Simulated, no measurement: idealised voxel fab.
This is a process module. Its name is voxel plated lines.
Pictured: cross-section cut, 285 nm wide, on a grid of 5 nm square cells.
Bands, listed from the top down, are how a cross-section gets written in this document; the cross-section itself is a grid of square cells, and a band is one or more rows of them.
Top height, bottom height, nm. Materials left to right, width each, nm. Single material + "edge to edge" = fills band edge to edge. "blank" = empty.
Where do heights start? At 0: under that level the wafer as delivered is made of one material only. And the lowest band has no floor; it just carries on downward, as in "0 -> down".
Width "30->40": first value at the band's top row of cells, second value at its bottom row, equal change from row to row.
For the purposes of this document, the phrase "no modifications" attached to a step denotes that no cell within the cross-section was modified by that step.
Basically, "Listed closed voids" tells you about the enclosed voids: empty spaces with no open way to the top, 8 cells or bigger, each written width x height at distance, where distance is from the left edge, all in nm.
Where a step's line continues beyond its settings, the continuation is a remark by the simulator itself on that step.
"overlay nm", when on a step's line for a step with a mask, measures how far to the right of its planned place the mask lay; a negative measure means to the left.

Intended process steps:
1,op RECEIVE | material Si
2,op CONFORMAL_DEP | material Al2O3 | thk nm 5
3,op DIRECTIONAL_DEP | material TiN | thk nm 5
4,op PATTERN | tone open | mask id LINES | material resist | width nm 25 | pitch nm 55 | thk nm 25 | overlay nm 0
5,op EPI | material Ru | thk nm 10
6,op EPI | material Ru | thk nm 10
7,op STRIP | etch materials resist
8,op DIRECTIONAL_ETCH | etch materials TiN | depth nm 5
9,op CONFORMAL_DEP | material SiCN | thk nm 10

Cross-section of the incoming wafer, state after step 1:
    0 -> down: Si edge to edge
    Listed closed voids: none

First of two wafers, end-of-module section, run followed plan:
    40 -> 30: blank=90, then SiCN=45, then blank=10, then SiCN=45, then blank=95
    30 -> 15: blank=90, then SiCN=10, then Ru=25, then SiCN=10, then blank=10, then SiCN=10, then Ru=25, then SiCN=10, then blank=95
    15 -> 10: SiCN=100, then Ru=25, then SiCN=30, then Ru=25, then SiCN=105
    10 -> 5: SiCN=100, then TiN=25, then SiCN=30, then TiN=25, then SiCN=105
    5 -> 0: Al2O3 edge to edge
    0 -> down: Si edge to edge
    Listed closed voids: none

Cross-section, second wafer: same start as the first, same plan as the first, one mistake in running it; taken at the end of the module:
    50 -> 40: blank=85, then SiCN=110, then blank=90
    40 -> 35: blank=85, then SiCN=10, then Ru=35, then SiCN=20, then Ru=35, then SiCN=10, then blank=90
    35 -> 25: blank=85, then SiCN=15, then Ru=25, then SiCN=30, then Ru=25, then SiCN=15, then blank=90
    25 -> 20: blank=90, then SiCN=10, then Ru=25, then SiCN=10, then blank=10, then SiCN=10, then Ru=25, then SiCN=10, then blank=95
    20 -> 15: blank=85, then SiCN=15, then Ru=25, then SiCN=30, then Ru=25, then SiCN=15, then blank=90
    15 -> 10: SiCN=100, then Ru=25, then SiCN=30, then Ru=25, then SiCN=105
    10 -> 5: SiCN=95, then TiN=35, then SiCN=20, then TiN=35, then SiCN=100
    5 -> 0: Al2O3 edge to edge
    0 -> down: Si edge to edge
    Listed closed voids: none
Finding, execution versus plan: one of 5 and 6 ran twice, no way to know which since they are all identical
The second wafer ends with more or fewer cells of some materials than the first, per final count: Ru +24; SiCN +32; TiN +4
